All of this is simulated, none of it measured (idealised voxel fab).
You're looking at the process module voxel released beams.
The cross-section shown here is cut; it is 215 nm wide and divided into square cells measuring 5 nm on a side.
Cross-section format: a grid of square cells, given as bands from top to bottom; each band is one or more rows of cells. Band: top height; bottom height; in nm. Then, left to right: material with width in nm, for each material. "all across": a single material spanning edge to edge. "blank": empty space. A quick word on heights: they are counted from 0, and under that level the wafer as it came to us is one material throughout. The lowest band is different from the rest in having no bottom; it simply continues downward, written as in "0 nm and below". You'd read "30 to 40" like this: the band's top row of cells is as wide as the first number, its bottom row is as wide as the second, and going down, every row changes width by the same amount as the row before did. Key: "same as before" - step with no changed cell in the cross-section. In the "Trapped voids" entry, you get each enclosed empty space of 8 cells or more, one with no open way to the top, written width x height at distance, distance from the left edge, in nm. Where a step's line continues beyond its settings, the continuation is a remark by the simulator itself on that step. "overlay nm" denotes, for a step that has a mask, the displacement of the mask to the right of its planned place, with negative values corresponding to the left.
**Process steps foreseen in the plan**
1,RECEIVE, material Si
2,CONFORMAL_DEP, material SiN, thk nm 10
3,DIRECTIONAL_DEP, material SiO2, thk nm 10
4,DIRECTIONAL_DEP, material aC, thk nm 10
5,PATTERN, tone open, mask id ANCHOR, material resist, width nm 40, thk nm 25, overlay nm 0
6,DIRECTIONAL_ETCH, etch materials aC, depth nm 10
7,STRIP, etch materials resist
8,DIRECTIONAL_ETCH, etch materials SiO2, depth nm 10
9,STRIP, etch materials aC
10,CONFORMAL_DEP, material polySi, thk nm 15
11,MASKED_ETCH, tone cover, mask id BEAM, width nm 100, etch materials polySi, depth nm 15, overlay nm -15
12,STRIP, etch materials SiO2
For clarity, it should be stated that the wafers under discussion commence in an identical condition and differ with respect to the overlay nm of step 11, the plan indicating the value that the first wafer had.
**This is how the first of several wafers looked in cross-section when it arrived, which is after step 1**
    0 nm and below | Si all across
    Trapped voids: none
**Below, a row for every wafer. Read it as the end-of-module picture: for each material the wafer shows its cells gained (+) or lost (-) since it was received, and then its closed voids**
overlay nm -15, +86 SiN, +72 polySi, Trapped voids: none
overlay nm -10, +86 SiN, +72 polySi, Trapped voids: none
overlay nm -5, +86 SiN, +72 polySi, Trapped voids: none
overlay nm 0, +86 SiN, +72 polySi, Trapped voids: none
overlay nm 5, +86 SiN, +72 polySi, Trapped voids: none
overlay nm 10, +86 SiN, +72 polySi, Trapped voids: none
overlay nm 15, +86 SiN, +72 polySi, Trapped voids: none
